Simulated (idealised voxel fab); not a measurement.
The following process module bears the name voxel wiring stack.
In the cross-section labelled cut, the width is 255 nm and each square cell is 5 nm.
When this document writes out a cross-section, it uses a grid of square cells and lists it as bands, beginning at the top and moving down, with a band standing for one or more rows of cells.
The band entry comprises the height of the band's top followed by the height of its bottom, expressed in nm, and subsequently the band's materials from left to right, each stated together with its width in nm. Where a single material is marked with the word "full width", that material fills the band from edge to edge. The word "blank" represents empty space.
It should be noted that heights are counted from 0, beneath which the wafer as supplied is of one material throughout, and that the lowest band possesses no lower boundary but continues downward, as written in "0 nm and below".
A two-number width, for instance "30->40", indicates that the width is equal to the first number in the top row of the band and to the second number in the bottom row, and that it changes by a constant amount per row of cells.
You'll sometimes find "remains unaltered" written for a step, and that's the way of saying that nowhere in the cross-section did a cell change during that step.
In the "Trapped void list" entry, you get each enclosed empty space of 8 cells or more, one with no open way to the top, written width x height at distance, distance from the left edge, in nm.
Read whatever lies past the settings on a step's line as the simulator's own remark about the step.
The optional step-line setting "overlay nm" applies to steps with a mask and quantifies how far to the right of its planned location the mask lay, a negative value indicating leftward placement.
[Planned step list for the process]
1 RECEIVE (material Si)
2 CONFORMAL_DEP (material SiO2; thk nm 10)
3 DIRECTIONAL_DEP (material TiN; thk nm 5)
4 DIRECTIONAL_DEP (material Ru; thk nm 25)
5 PATTERN (tone cover; mask id METAL_1; material resist; width nm 25; pitch nm 55; thk nm 15; overlay nm 0)
6 DIRECTIONAL_ETCH (etch materials Ru; depth nm 25)
7 DIRECTIONAL_ETCH (etch materials TiN; depth nm 5)
8 STRIP (etch materials resist)
9 FILL_DEP (material SiO2; thk nm 5)
10 CMP (height nm 40)
11 CONFORMAL_DEP (material SiCN; thk nm 5)
12 DIRECTIONAL_DEP (material lowk; thk nm 20)
13 MASKED_ETCH (tone open; mask id PLUG_1; width nm 15; pitch nm 55; etch materials lowk; depth nm 20; overlay nm 0)
14 MASKED_ETCH (tone open; mask id PLUG_1; width nm 15; pitch nm 55; etch materials SiCN; depth nm 5; overlay nm 0)
15 CONFORMAL_DEP (material TiN; thk nm 5)
16 FILL_DEP (material W; thk nm 5)
17 CMP (height nm 65)
18 CONFORMAL_DEP (material SiN; thk nm 5)
19 DIRECTIONAL_DEP (material lowk; thk nm 20)
20 MASKED_ETCH (tone open; mask id METAL_2; width nm 25; pitch nm 55; etch materials lowk; depth nm 20; overlay nm 0)
21 MASKED_ETCH (tone open; mask id METAL_2; width nm 25; pitch nm 55; etch materials SiN; depth nm 5; overlay nm 0)
22 CONFORMAL_DEP (material TiN; thk nm 5)
23 FILL_DEP (material Cu; thk nm 10)
24 CMP (height nm 90)
25 CONFORMAL_DEP (material SiCN; thk nm 5)
[The first wafer of two, processed as planned]
[Shown in cross-section is the wafer as received, that is, as it stands after step 1]
* 0 nm and below = Si full width
* Trapped void list: none
[Sectional view: wafer, after step 2]
* 10 nm to 0 nm = SiO2 full width
* Nothing below the height 0 has changed.
[Sectional view: wafer, after step 3]
* 15 nm to 10 nm = TiN full width
* Nothing below the height 10 has changed.
[Sectional view: wafer, after step 4]
* 40 nm to 15 nm = Ru full width
* Nothing below the height 15 has changed.
[Sectional view: wafer, after step 5]
* 55 nm to 40 nm = blank (30)  resist (25)  blank (30)  resist (25)  blank (30)  resist (25)  blank (30)  resist (25)  blank (35)
* Nothing below the height 40 has changed.
[Sectional view: wafer, after step 6]
* 55 nm to 40 nm = blank (30)  resist (25)  blank (30)  resist (25)  blank (30)  resist (25)  blank (30)  resist (25)  blank (35)
* 40 nm to 15 nm = blank (30)  Ru (25)  blank (30)  Ru (25)  blank (30)  Ru (25)  blank (30)  Ru (25)  blank (35)
* Nothing below the height 15 has changed.
[Sectional view: wafer, after step 7]
* 55 nm to 40 nm = blank (30)  resist (25)  blank (30)  resist (25)  blank (30)  resist (25)  blank (30)  resist (25)  blank (35)
* 40 nm to 15 nm = blank (30)  Ru (25)  blank (30)  Ru (25)  blank (30)  Ru (25)  blank (30)  Ru (25)  blank (35)
* 15 nm to 10 nm = blank (30)  TiN (25)  blank (30)  TiN (25)  blank (30)  TiN (25)  blank (30)  TiN (25)  blank (35)
* Nothing below the height 10 has changed.
[Sectional view: wafer, after step 8]
* 40 nm to 15 nm = blank (30)  Ru (25)  blank (30)  Ru (25)  blank (30)  Ru (25)  blank (30)  Ru (25)  blank (35)
* Nothing below the height 15 has changed.
[Sectional view: wafer, after step 9]
* 45 nm to 40 nm = SiO2 full width
* 40 nm to 15 nm = SiO2 (30)  Ru (25)  SiO2 (30)  Ru (25)  SiO2 (30)  Ru (25)  SiO2 (30)  Ru (25)  SiO2 (35)
* 15 nm to 10 nm = SiO2 (30)  TiN (25)  SiO2 (30)  TiN (25)  SiO2 (30)  TiN (25)  SiO2 (30)  TiN (25)  SiO2 (35)
* Nothing below the height 10 has changed.
[Sectional view: wafer, after step 10]
* 40 nm to 15 nm = SiO2 (30)  Ru (25)  SiO2 (30)  Ru (25)  SiO2 (30)  Ru (25)  SiO2 (30)  Ru (25)  SiO2 (35)
* Nothing below the height 15 has changed.
[Sectional view: wafer, after step 11]
* 45 nm to 40 nm = SiCN full width
* Nothing below the height 40 has changed.
[Sectional view: wafer, after step 12]
* 65 nm to 45 nm = lowk full width
* Nothing below the height 45 has changed.
[Sectional view: wafer, after step 13]
* 65 nm to 45 nm = lowk (30)  blank (15)  lowk (40)  blank (15)  lowk (40)  blank (15)  lowk (40)  blank (15)  lowk (45)
* Nothing below the height 45 has changed.
[Sectional view: wafer, after step 14]
* 65 nm to 45 nm = lowk (30)  blank (15)  lowk (40)  blank (15)  lowk (40)  blank (15)  lowk (40)  blank (15)  lowk (45)
* 45 nm to 40 nm = SiCN (30)  blank (15)  SiCN (40)  blank (15)  SiCN (40)  blank (15)  SiCN (40)  blank (15)  SiCN (45)
* Nothing below the height 40 has changed.
[Sectional view: wafer, after step 15]
* 70 nm to 65 nm = TiN (35)  blank (5)  TiN (50)  blank (5)  TiN (50)  blank (5)  TiN (50)  blank (5)  TiN (50)
* 65 nm to 45 nm = lowk (30)  TiN (5)  blank (5)  TiN (5)  lowk (40)  TiN (5)  blank (5)  TiN (5)  lowk (40)  TiN (5)  blank (5)  TiN (5)  lowk (40)  TiN (5)  blank (5)  TiN (5)  lowk (45)
* 45 nm to 40 nm = SiCN (30)  TiN (15)  SiCN (40)  TiN (15)  SiCN (40)  TiN (15)  SiCN (40)  TiN (15)  SiCN (45)
* Nothing below the height 40 has changed.
[Sectional view: wafer, after step 16]
* 75 nm to 70 nm = W full width
* 70 nm to 65 nm = TiN (35)  W (5)  TiN (50)  W (5)  TiN (50)  W (5)  TiN (50)  W (5)  TiN (50)
* 65 nm to 45 nm = lowk (30)  TiN (5)  W (5)  TiN (5)  lowk (40)  TiN (5)  W (5)  TiN (5)  lowk (40)  TiN (5)  W (5)  TiN (5)  lowk (40)  TiN (5)  W (5)  TiN (5)  lowk (45)
* Nothing below the height 45 has changed.
[Sectional view: wafer, after step 17]
* 65 nm to 45 nm = lowk (30)  TiN (5)  W (5)  TiN (5)  lowk (40)  TiN (5)  W (5)  TiN (5)  lowk (40)  TiN (5)  W (5)  TiN (5)  lowk (40)  TiN (5)  W (5)  TiN (5)  lowk (45)
* Nothing below the height 45 has changed.
[Sectional view: wafer, after step 18]
* 70 nm to 65 nm = SiN full width
* Nothing below the height 65 has changed.
[Sectional view: wafer, after step 19]
* 90 nm to 70 nm = lowk full width
* Nothing below the height 70 has changed.
[Sectional view: wafer, after step 20]
* 90 nm to 70 nm = lowk (30)  blank (25)  lowk (30)  blank (25)  lowk (30)  blank (25)  lowk (30)  blank (25)  lowk (35)
* Nothing below the height 70 has changed.
[Sectional view: wafer, after step 21]
* 90 nm to 70 nm = lowk (30)  blank (25)  lowk (30)  blank (25)  lowk (30)  blank (25)  lowk (30)  blank (25)  lowk (35)
* 70 nm to 65 nm = SiN (30)  blank (25)  SiN (30)  blank (25)  SiN (30)  blank (25)  SiN (30)  blank (25)  SiN (35)
* Nothing below the height 65 has changed.
[Sectional view: wafer, after step 22]
* 95 nm to 90 nm = TiN (35)  blank (15)  TiN (40)  blank (15)  TiN (40)  blank (15)  TiN (40)  blank (15)  TiN (40)
* 90 nm to 70 nm = lowk (30)  TiN (5)  blank (15)  TiN (5)  lowk (30)  TiN (5)  blank (15)  TiN (5)  lowk (30)  TiN (5)  blank (15)  TiN (5)  lowk (30)  TiN (5)  blank (15)  TiN (5)  lowk (35)
* 70 nm to 65 nm = SiN (30)  TiN (25)  SiN (30)  TiN (25)  SiN (30)  TiN (25)  SiN (30)  TiN (25)  SiN (35)
* Nothing below the height 65 has changed.
[Sectional view: wafer, after step 23]
* 105 nm to 95 nm = Cu full width
* 95 nm to 90 nm = TiN (35)  Cu (15)  TiN (40)  Cu (15)  TiN (40)  Cu (15)  TiN (40)  Cu (15)  TiN (40)
* 90 nm to 70 nm = lowk (30)  TiN (5)  Cu (15)  TiN (5)  lowk (30)  TiN (5)  Cu (15)  TiN (5)  lowk (30)  TiN (5)  Cu (15)  TiN (5)  lowk (30)  TiN (5)  Cu (15)  TiN (5)  lowk (35)
* Nothing below the height 70 has changed.
[Sectional view: wafer, after step 24]
* 90 nm to 70 nm = lowk (30)  TiN (5)  Cu (15)  TiN (5)  lowk (30)  TiN (5)  Cu (15)  TiN (5)  lowk (30)  TiN (5)  Cu (15)  TiN (5)  lowk (30)  TiN (5)  Cu (15)  TiN (5)  lowk (35)
* Nothing below the height 70 has changed.
[Sectional view: wafer, after step 25]
* 95 nm to 90 nm = SiCN full width
* Nothing below the height 90 has changed.
[Wafer two. Same start, same plan, one slip in execution. Same as wafer one through step 23, inclusive]
Cross-section: second wafer, time at which step 24 was scheduled to end: remains unaltered
[Cross-section: second wafer, time at which step 25 was scheduled to end]
* 110 nm to 105 nm = SiCN full width
* Nothing below the height 105 has changed.
Want to know what went wrong? heads up, step 24 of the plan was skipped and never actually ran
Heads up, by the end the second wafer has more or fewer cells of some materials compared to the first: +114 Cu | +39 TiN
